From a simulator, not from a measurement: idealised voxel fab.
process module | voxel gate over fins
cross-section cut | 290 nm wide | cells 5 nm
A cross-section is a grid of square cells, given in bands from the top down. A band is one or more rows of cells.
Each band's line starts with the height of the band's top and of its bottom, in nm. Then come its materials from left to right, each with its width in nm. One material with "throughout" fills the band from edge to edge. "air" is empty space.
Height 0 is the level under which the wafer as received is all one material. The lowest band goes on downwards, as in "0 down".
A width such as "30 to 40" changes by the same amount from each row of cells to the next, from the band's top row to its bottom row.
"no change" after a step means that no cell of the cross-section changed.
closed voids: empty space of 8 cells or more with no open way to the top, each as width x height at its distance from the left edge, in nm
after a step's settings: what the simulator itself notes on the step
overlay nm, on a step with a mask: how far to the right of its planned place the mask lay; to the left if negative
plan
1 op RECEIVE | material Si
2 op CONFORMAL_DEP | material SiN | thk nm 5
3 op DIRECTIONAL_DEP | material aC | thk nm 10
4 op PATTERN | tone cover | mask id FINS | material resist | width nm 15 | pitch nm 55 | thk nm 30 | overlay nm 0
5 op DIRECTIONAL_ETCH | etch materials aC | depth nm 10
6 op STRIP | etch materials resist
7 op DIRECTIONAL_ETCH | etch materials SiN | depth nm 5
8 op DIRECTIONAL_ETCH | etch materials Si | depth nm 35
9 op STRIP | etch materials aC
10 op FILL_DEP | material SiO2 | thk nm 15
11 op CMP | height nm 5
12 op DIRECTIONAL_DEP | material aC | thk nm 15
13 op PATTERN | tone open | mask id RAIL | material resist | width nm 15 | thk nm 35 | overlay nm 0
14 op DIRECTIONAL_ETCH | etch materials aC | depth nm 15
15 op STRIP | etch materials resist
16 op DIRECTIONAL_ETCH | etch materials SiO2 | depth nm 35
17 op STRIP | etch materials aC
18 op CONFORMAL_DEP | material TiN | thk nm 5
19 op FILL_DEP | material Ru | thk nm 5
20 op CMP | height nm 5
21 op SELECTIVE_ETCH | etch materials W Ru TiN | depth nm 20
22 op FILL_DEP | material SiO2 | thk nm 5
23 op CMP | height nm 5
24 op SELECTIVE_ETCH | etch materials SiO2 | depth nm 15
25 op STRIP | etch materials SiN
26 op CONFORMAL_DEP | material HfO2 | thk nm 5
27 op CONFORMAL_DEP | material TiN | thk nm 5
28 op CONFORMAL_DEP | material TiAl | thk nm 5
29 op CONFORMAL_DEP | material TiN | thk nm 5
30 op FILL_DEP | material W | thk nm 15
31 op CMP | height nm 30
32 op CONFORMAL_DEP | material SiCN | thk nm 10
as received, after step 1
  0 down: Si throughout
  closed voids: none
a wafer at the end: this start, this plan, one mistake
  40 to 30: SiCN throughout
  30 to 15: W throughout
  15 to 10: W 95 | TiN 45 | W 10 | TiN 45 | W 95
  10 to 5: W 95 | TiN 5 | TiAl 35 | TiN 5 | W 10 | TiN 5 | TiAl 35 | TiN 5 | W 95
  5 to 0: TiN 100 | TiAl 5 | TiN 25 | TiAl 5 | TiN 20 | TiAl 5 | TiN 25 | TiAl 5 | TiN 100
  0 to -5: TiAl 105 | TiN 5 | Si 15 | TiN 5 | TiAl 30 | TiN 5 | Si 15 | TiN 5 | TiAl 105
  -5 to -10: TiN 110 | Si 15 | TiN 40 | Si 15 | TiN 110
  -10 to -15: SiO2 110 | Si 15 | SiO2 40 | Si 15 | SiO2 110
  -15 to -25: SiO2 110 | Si 15 | SiO2 10 | TiN 5 | Ru 5 | TiN 5 | SiO2 15 | Si 15 | SiO2 110
  -25 to -30: SiO2 110 | Si 15 | SiO2 10 | TiN 15 | SiO2 15 | Si 15 | SiO2 110
  -30 to -35: SiO2 110 | Si 15 | SiO2 40 | Si 15 | SiO2 110
  -35 down: Si throughout
  closed voids: none
what went wrong: step 26 was left out
